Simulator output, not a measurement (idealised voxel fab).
The process module that follows is named voxel self aligned vias.
Pictured: cross-section cut, 165 nm wide, on a grid of 5 nm square cells.
In what follows, cross-sections appear as grids of square cells, described through bands that run from the top down, where every band is one or more rows of cells.
This entry defines a band. It first specifies the height of the band's top and the height of its bottom in nm, and then specifies the band's materials from left to right, stating each material with its width in nm. The word "throughout" identifies a single material that fills the band from edge to edge, while the word "blank" identifies empty space.
Height reference: 0 = level under which incoming wafer is all one material. Lowest band: no bottom, runs on downward, e.g. "0 nm and below".
Note: "30->40" means the width goes from the first number (top row of the band) to the second number (bottom row) in equal steps per row of cells.
Basically "remained the same" means that step didn't change any cell in the cross-section.
Closed-off voids of 8+ cells (no open route to the top) go in "Sealed internal cavities", written width x height at distance from the left edge, in nm.
Read whatever lies past the settings on a step's line as the simulator's own remark about the step.
overlay nm: right-of-plan distance of the mask on a masked step; negative values mean left-of-plan.
Plan
1) RECEIVE [material Si]
2) CONFORMAL_DEP [material SiO2] [thk nm 15]
3) CONFORMAL_DEP [material SiCN] [thk nm 5]
4) DIRECTIONAL_DEP [material SiO2] [thk nm 30]
5) PATTERN [tone open] [mask id LINES] [material resist] [width nm 25] [pitch nm 75] [thk nm 20] [overlay nm 0]
6) DIRECTIONAL_ETCH [etch materials SiO2] [depth nm 30]
7) STRIP [etch materials resist]
8) CONFORMAL_DEP [material TiN] [thk nm 5]
9) FILL_DEP [material Ru] [thk nm 5]
10) CMP [height nm 50]
11) SELECTIVE_ETCH [etch materials W Ru TiN] [depth nm 5]
12) FILL_DEP [material SiN] [thk nm 5]
13) CMP [height nm 50]
14) DIRECTIONAL_DEP [material SiO2] [thk nm 20]
15) PATTERN [tone open] [mask id VIAS] [material resist] [width nm 45] [pitch nm 75] [thk nm 20] [overlay nm 0]
16) DIRECTIONAL_ETCH [etch materials SiO2] [depth nm 20]
17) DIRECTIONAL_ETCH [etch materials SiN] [depth nm 5]
18) STRIP [etch materials resist]
19) CONFORMAL_DEP [material TiN] [thk nm 5]
20) FILL_DEP [material Cu] [thk nm 10]
21) CMP [height nm 70]
22) CONFORMAL_DEP [material SiN] [thk nm 5]
Incoming wafer, cross-sectional view, post step 1
* 0 nm and below = Si throughout
* Sealed internal cavities: none
End-of-module cross-section. Starting structure and process plan as above; one mistake made in running it
* 75 nm to 70 nm = SiN throughout
* 70 nm to 55 nm = SiO2 (20) / TiN (5) / Cu (35) / TiN (5) / SiO2 (30) / TiN (5) / Cu (35) / TiN (5) / SiO2 (25)
* 55 nm to 50 nm = SiO2 (20) / TiN (15) / Cu (15) / TiN (15) / SiO2 (30) / TiN (15) / Cu (15) / TiN (15) / SiO2 (25)
* 50 nm to 45 nm = SiO2 (30) / TiN (25) / SiO2 (50) / TiN (25) / SiO2 (35)
* 45 nm to 40 nm = SiO2 (30) / TiN (5) / Ru (15) / TiN (5) / SiO2 (50) / TiN (5) / Ru (15) / TiN (5) / SiO2 (35)
* 40 nm to 35 nm = SiO2 (30) / TiN (25) / SiO2 (50) / TiN (25) / SiO2 (35)
* 35 nm to 30 nm = SiCN throughout
* 30 nm to 0 nm = SiO2 throughout
* 0 nm and below = Si throughout
* Sealed internal cavities: none
The plan and the run diverged here: step 2 was run twice
